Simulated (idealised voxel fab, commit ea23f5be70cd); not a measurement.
The process module that follows is named voxel gate over fins.
We display cut, a cross-section 275 nm in width whose square cells are each 5 nm.
Cross-section, as written here: a square-cell grid given band by band from the top down, where a band holds one or more rows of cells.
It is stipulated that each band's entry specify, in nanometres, the height of the top of the band and then that of its bottom, followed by the materials of the band in left-to-right sequence, each together with its width in nanometres. A single material marked by the word "all across" is understood to fill the band from edge to edge; the word "empty" is understood to denote empty space.
Heights are measured from 0, the level below which the as-received wafer is all one material; the lowest band has no bottom and continues downward, written as in "top 0, no bottom".
Width: "30..40" (first number = top row, second number = bottom row, same change from row to row of cells).
Any step labelled "changes: none" changed none of the cells in the cross-section.
Each empty space that has no open way to the top and spans at least 8 cells appears under "Entrapped voids" as width x height at distance, the distance counted from the left edge, all in nm.
Text after the settings on a step's line: the simulator's own remark on that step.
The setting "overlay nm" may be written on the line of a step. When the step uses a mask, the value reports how far to the right of the planned place the mask lay, and a negative value reports that it lay to the left.
# List of planned process steps
1 RECEIVE (material Si)
2 CONFORMAL_DEP (material SiN; thk nm 10)
3 MASKED_ETCH (tone cover; mask id FINS; width nm 15; pitch nm 55; etch materials SiN; depth nm 10; overlay nm 0)
4 MASKED_ETCH (tone cover; mask id FINS; width nm 15; pitch nm 55; etch materials Si; depth nm 35; overlay nm 0)
5 FILL_DEP (material SiO2; thk nm 10)
6 CMP (height nm 10)
7 PATTERN (tone open; mask id RAIL; material resist; width nm 15; thk nm 15; overlay nm 0)
8 DIRECTIONAL_ETCH (etch materials SiO2; depth nm 40)
9 STRIP (etch materials resist)
10 CONFORMAL_DEP (material TiN; thk nm 5)
11 FILL_DEP (material W; thk nm 10)
12 CMP (height nm 10)
13 SELECTIVE_ETCH (etch materials W Ru TiN; depth nm 30)
14 FILL_DEP (material SiO2; thk nm 5)
15 CMP (height nm 10)
16 SELECTIVE_ETCH (etch materials SiO2; depth nm 25)
17 STRIP (etch materials SiN)
18 CONFORMAL_DEP (material HfO2; thk nm 5)
19 CONFORMAL_DEP (material TiN; thk nm 5)
20 CONFORMAL_DEP (material TiAl; thk nm 5)
21 CONFORMAL_DEP (material TiN; thk nm 5)
22 FILL_DEP (material W; thk nm 10)
23 CMP (height nm 25)
24 CONFORMAL_DEP (material SiN; thk nm 10)
# So this is the incoming wafer in cross-section - it's already been through step 1
top 0, no bottom: Si all across
Entrapped voids: none
# End-of-module cross-section. Starting structure and process plan as above; one mistake made in running it
top 35, bottom 25: SiN all across
top 25, bottom 20: W 80, then TiN 5, then TiAl 45, then TiN 10, then TiAl 45, then TiN 5, then W 85
top 20, bottom 15: W 80, then TiN 5, then TiAl 5, then TiN 35, then TiAl 5, then TiN 10, then TiAl 5, then TiN 35, then TiAl 5, then TiN 5, then W 85
top 15, bottom 10: W 80, then TiN 5, then TiAl 5, then TiN 5, then HfO2 25, then TiN 5, then TiAl 5, then TiN 10, then TiAl 5, then TiN 5, then HfO2 25, then TiN 5, then TiAl 5, then TiN 5, then W 85
top 10, bottom 0: W 80, then TiN 5, then TiAl 5, then TiN 5, then HfO2 5, then SiN 15, then HfO2 5, then TiN 5, then TiAl 5, then TiN 10, then TiAl 5, then TiN 5, then HfO2 5, then SiN 15, then HfO2 5, then TiN 5, then TiAl 5, then TiN 5, then W 85
top 0, bottom -15: W 80, then TiN 5, then TiAl 5, then TiN 5, then HfO2 5, then Si 15, then HfO2 5, then TiN 5, then TiAl 5, then TiN 10, then TiAl 5, then TiN 5, then HfO2 5, then Si 15, then HfO2 5, then TiN 5, then TiAl 5, then TiN 5, then W 85
top -15, bottom -20: TiN 85, then TiAl 5, then TiN 5, then HfO2 5, then Si 15, then HfO2 5, then TiN 5, then TiAl 5, then TiN 10, then TiAl 5, then TiN 5, then HfO2 5, then Si 15, then HfO2 5, then TiN 5, then TiAl 5, then TiN 90
top -20, bottom -25: TiAl 90, then TiN 5, then HfO2 5, then Si 15, then HfO2 5, then TiN 5, then TiAl 20, then TiN 5, then HfO2 5, then Si 15, then HfO2 5, then TiN 5, then TiAl 95
top -25, bottom -30: TiN 95, then HfO2 5, then Si 15, then HfO2 5, then TiN 30, then HfO2 5, then Si 15, then HfO2 5, then TiN 100
top -30, bottom -35: HfO2 100, then Si 15, then HfO2 40, then Si 15, then HfO2 105
top -35, no bottom: Si all across
Entrapped voids: none
What broke from the plan during processing? so step 17 ended up running with a different setting than we planned, it ran as STRIP (etch materials SiO2)
